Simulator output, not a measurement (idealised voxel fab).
Documented hereafter: the process module known as voxel self aligned contacts.
cross-section cut | 290 nm wide | cells 5 nm
The cross-sections in this document take the form of a grid made of square cells. They are written out as bands, in order from top to bottom. Each band consists of one or more rows of cells. Band entry format. Leading values: height of top, height of bottom, nm. Remainder: materials in left-to-right order, each with its width in nm. Special words: "full width" on a single material, which then fills the band edge to edge; "empty", empty space. Heights are measured from 0, the level below which the as-received wafer is all one material; the lowest band has no bottom and continues downward, written as in "z 0 and below". The notation "30 to 40" denotes a width that varies across the rows of cells in the band, beginning at the first number in the top row, finishing at the second number in the bottom row, and changing by an identical amount from each row to the next. Where the words "nothing changed" appear for a step, the cross-section shows no cell changed by that step; every cell remained as before. Voids not open to the top, 8 cells minimum: see "Closed void inventory". Written width x height at distance; distance is from the left edge; nm. What comes after the settings on a step's line is commentary from the simulator itself on that step. overlay nm: where the mask lay relative to plan, measured to the right, on steps with a mask; negatives go left.

[Set out below are the planned steps of the process]
1 RECEIVE, material Si
2 CONFORMAL_DEP, material SiO2, thk nm 5
3 DIRECTIONAL_DEP, material polySi, thk nm 25
4 DIRECTIONAL_DEP, material SiN, thk nm 15
5 PATTERN, tone cover, mask id GATE, material resist, width nm 35, pitch nm 60, thk nm 15, overlay nm 0
6 DIRECTIONAL_ETCH, etch materials SiN, depth nm 15
7 DIRECTIONAL_ETCH, etch materials polySi, depth nm 25
8 STRIP, etch materials resist
9 CONFORMAL_DEP, material SiN, thk nm 5
10 DIRECTIONAL_ETCH, etch materials SiN, depth nm 5
11 FILL_DEP, material SiO2, thk nm 20
12 CMP, height nm 55
13 DIRECTIONAL_DEP, material aC, thk nm 15
14 PATTERN, tone open, mask id CONTACT, material resist, width nm 35, thk nm 35, overlay nm 0
15 DIRECTIONAL_ETCH, etch materials aC, depth nm 15
16 STRIP, etch materials resist
17 DIRECTIONAL_ETCH, etch materials SiO2, depth nm 55
18 STRIP, etch materials aC
19 CONFORMAL_DEP, material TiN, thk nm 5
20 FILL_DEP, material Ru, thk nm 10
21 CMP, height nm 55
22 CONFORMAL_DEP, material SiCN, thk nm 5

[First of two wafers, processed according to plan]

[Wafer cross-section on receipt, i.e. after step 1]
* z 0 and below  Si full width
* Closed void inventory: none

[Wafer after step 2 (cross-section)]
* z 5 to 0  SiO2 full width
* Below 0, no change.

[Wafer after step 3 (cross-section)]
* z 30 to 5  polySi full width
* Below 5, no change.

[Wafer after step 4 (cross-section)]
* z 45 to 30  SiN full width
* Below 30, no change.

[Wafer after step 5 (cross-section)]
* z 60 to 45  95 of empty | 35 of resist | 25 of empty | 35 of resist | 100 of empty
* Below 45, no change.

[Wafer after step 6 (cross-section)]
* z 60 to 45  95 of empty | 35 of resist | 25 of empty | 35 of resist | 100 of empty
* z 45 to 30  95 of empty | 35 of SiN | 25 of empty | 35 of SiN | 100 of empty
* Below 30, no change.

[Wafer after step 7 (cross-section)]
* z 60 to 45  95 of empty | 35 of resist | 25 of empty | 35 of resist | 100 of empty
* z 45 to 30  95 of empty | 35 of SiN | 25 of empty | 35 of SiN | 100 of empty
* z 30 to 5  95 of empty | 35 of polySi | 25 of empty | 35 of polySi | 100 of empty
* Below 5, no change.

[Wafer after step 8 (cross-section)]
* z 45 to 30  95 of empty | 35 of SiN | 25 of empty | 35 of SiN | 100 of empty
* Below 30, no change.

[Wafer after step 9 (cross-section)]
* z 50 to 30  90 of empty | 45 of SiN | 15 of empty | 45 of SiN | 95 of empty
* z 30 to 10  90 of empty | 5 of SiN | 35 of polySi | 5 of SiN | 15 of empty | 5 of SiN | 35 of polySi | 5 of SiN | 95 of empty
* z 10 to 5  95 of SiN | 35 of polySi | 25 of SiN | 35 of polySi | 100 of SiN
* Below 5, no change.

[Wafer after step 10 (cross-section)]
* z 45 to 30  90 of empty | 45 of SiN | 15 of empty | 45 of SiN | 95 of empty
* z 30 to 5  90 of empty | 5 of SiN | 35 of polySi | 5 of SiN | 15 of empty | 5 of SiN | 35 of polySi | 5 of SiN | 95 of empty
* Below 5, no change.

[Wafer after step 11 (cross-section)]
* z 65 to 45  SiO2 full width
* z 45 to 30  90 of SiO2 | 45 of SiN | 15 of SiO2 | 45 of SiN | 95 of SiO2
* z 30 to 5  90 of SiO2 | 5 of SiN | 35 of polySi | 5 of SiN | 15 of SiO2 | 5 of SiN | 35 of polySi | 5 of SiN | 95 of SiO2
* Below 5, no change.

[Wafer after step 12 (cross-section)]
* z 55 to 45  SiO2 full width
* Below 45, no change.

[Wafer after step 13 (cross-section)]
* z 70 to 55  aC full width
* Below 55, no change.

[Wafer after step 14 (cross-section)]
* z 105 to 70  125 of resist | 35 of empty | 130 of resist
* Below 70, no change.

[Wafer after step 15 (cross-section)]
* z 90 to 70  125 of resist | 35 of empty | 130 of resist
* z 70 to 55  125 of aC | 35 of empty | 130 of aC
* Below 55, no change.

[Wafer after step 16 (cross-section)]
* z 70 to 55  125 of aC | 35 of empty | 130 of aC
* Below 55, no change.

[Wafer after step 17 (cross-section)]
* z 70 to 55  125 of aC | 35 of empty | 130 of aC
* z 55 to 45  125 of SiO2 | 35 of empty | 130 of SiO2
* z 45 to 30  90 of SiO2 | 45 of SiN | 15 of empty | 45 of SiN | 95 of SiO2
* z 30 to 5  90 of SiO2 | 5 of SiN | 35 of polySi | 5 of SiN | 15 of empty | 5 of SiN | 35 of polySi | 5 of SiN | 95 of SiO2
* z 5 to 0  135 of SiO2 | 15 of empty | 140 of SiO2
* Below 0, no change.

[Wafer after step 18 (cross-section)]
* z 55 to 45  125 of SiO2 | 35 of empty | 130 of SiO2
* Below 45, no change.

[Wafer after step 19 (cross-section)]
* z 60 to 55  130 of TiN | 25 of empty | 135 of TiN
* z 55 to 45  125 of SiO2 | 5 to 15 of TiN | 25 to 5 of empty | 5 to 15 of TiN | 130 of SiO2
* z 45 to 30  90 of SiO2 | 45 of SiN | 5 of TiN | 5 of empty | 5 of TiN | 45 of SiN | 95 of SiO2
* z 30 to 5  90 of SiO2 | 5 of SiN | 35 of polySi | 5 of SiN | 5 of TiN | 5 of empty | 5 of TiN | 5 of SiN | 35 of polySi | 5 of SiN | 95 of SiO2
* z 5 to 0  135 of SiO2 | 15 of TiN | 140 of SiO2
* Below 0, no change.

[Wafer after step 20 (cross-section)]
* z 70 to 60  Ru full width
* z 60 to 55  130 of TiN | 25 of Ru | 135 of TiN
* z 55 to 45  125 of SiO2 | 5 to 15 of TiN | 25 to 5 of Ru | 5 to 15 of TiN | 130 of SiO2
* z 45 to 30  90 of SiO2 | 45 of SiN | 5 of TiN | 5 of Ru | 5 of TiN | 45 of SiN | 95 of SiO2
* z 30 to 5  90 of SiO2 | 5 of SiN | 35 of polySi | 5 of SiN | 5 of TiN | 5 of Ru | 5 of TiN | 5 of SiN | 35 of polySi | 5 of SiN | 95 of SiO2
* Below 5, no change.

[Wafer after step 21 (cross-section)]
* z 55 to 45  125 of SiO2 | 5 to 15 of TiN | 25 to 5 of Ru | 5 to 15 of TiN | 130 of SiO2
* Below 45, no change.

[Wafer after step 22 (cross-section)]
* z 60 to 55  SiCN full width
* Below 55, no change.

[Second wafer: same start and same plan as the first, one execution error; identical to the first through step 3]

[The second wafer cut through, at the time step 4 was supposed to be finished]
* z 60 to 30  SiN full width
* Below 30, no change.

[The second wafer cut through, at the time step 5 was supposed to be finished]
* z 75 to 60  95 of empty | 35 of resist | 25 of empty | 35 of resist | 100 of empty
* Below 60, no change.

[The second wafer cut through, at the time step 6 was supposed to be finished]
* z 75 to 60  95 of empty | 35 of resist | 25 of empty | 35 of resist | 100 of empty
* z 60 to 45  95 of empty | 35 of SiN | 25 of empty | 35 of SiN | 100 of empty
* Below 45, no change.

The second wafer cut through, at the time step 7 was supposed to be finished: nothing changed

[The second wafer cut through, at the time step 8 was supposed to be finished]
* z 60 to 45  95 of empty | 35 of SiN | 25 of empty | 35 of SiN | 100 of empty
* Below 45, no change.

[The second wafer cut through, at the time step 9 was supposed to be finished]
* z 65 to 50  90 of empty | 45 of SiN | 15 of empty | 45 of SiN | 95 of empty
* z 50 to 30  SiN full width
* Below 30, no change.

[The second wafer cut through, at the time step 10 was supposed to be finished]
* z 60 to 45  90 of empty | 45 of SiN | 15 of empty | 45 of SiN | 95 of empty
* Below 45, no change.

[The second wafer cut through, at the time step 11 was supposed to be finished]
* z 80 to 60  SiO2 full width
* z 60 to 45  90 of SiO2 | 45 of SiN | 15 of SiO2 | 45 of SiN | 95 of SiO2
* Below 45, no change.

[The second wafer cut through, at the time step 12 was supposed to be finished]
* z 55 to 45  90 of SiO2 | 45 of SiN | 15 of SiO2 | 45 of SiN | 95 of SiO2
* Below 45, no change.

[The second wafer cut through, at the time step 13 was supposed to be finished]
* z 70 to 55  aC full width
* Below 55, no change.

[The second wafer cut through, at the time step 14 was supposed to be finished]
* z 105 to 70  125 of resist | 35 of empty | 130 of resist
* Below 70, no change.

[The second wafer cut through, at the time step 15 was supposed to be finished]
* z 90 to 70  125 of resist | 35 of empty | 130 of resist
* z 70 to 55  125 of aC | 35 of empty | 130 of aC
* Below 55, no change.

[The second wafer cut through, at the time step 16 was supposed to be finished]
* z 70 to 55  125 of aC | 35 of empty | 130 of aC
* Below 55, no change.

[The second wafer cut through, at the time step 17 was supposed to be finished]
* z 70 to 55  125 of aC | 35 of empty | 130 of aC
* z 55 to 45  90 of SiO2 | 45 of SiN | 15 of empty | 45 of SiN | 95 of SiO2
* Below 45, no change.

[The second wafer cut through, at the time step 18 was supposed to be finished]
* z 55 to 45  90 of SiO2 | 45 of SiN | 15 of empty | 45 of SiN | 95 of SiO2
* Below 45, no change.

[The second wafer cut through, at the time step 19 was supposed to be finished]
* z 60 to 55  140 of TiN | 5 of empty | 145 of TiN
* z 55 to 50  90 of SiO2 | 45 of SiN | 5 of TiN | 5 of empty | 5 of TiN | 45 of SiN | 95 of SiO2
* z 50 to 45  90 of SiO2 | 45 of SiN | 15 of TiN | 45 of SiN | 95 of SiO2
* Below 45, no change.

[The second wafer cut through, at the time step 20 was supposed to be finished]
* z 70 to 60  Ru full width
* z 60 to 55  140 of TiN | 5 of Ru | 145 of TiN
* z 55 to 50  90 of SiO2 | 45 of SiN | 5 of TiN | 5 of Ru | 5 of TiN | 45 of SiN | 95 of SiO2
* Below 50, no change.

[The second wafer cut through, at the time step 21 was supposed to be finished]
* z 55 to 50  90 of SiO2 | 45 of SiN | 5 of TiN | 5 of Ru | 5 of TiN | 45 of SiN | 95 of SiO2
* Below 50, no change.

[The second wafer cut through, at the time step 22 was supposed to be finished]
* z 60 to 55  SiCN full width
* Below 55, no change.
Deviation from plan: step 4 of the plan was performed twice
Final difference in cells, second wafer against first, listed per material as more or fewer: Ru: 13 fewer; SiN: 136 more; SiO2: 321 fewer; TiN: 22 fewer; polySi: 220 more
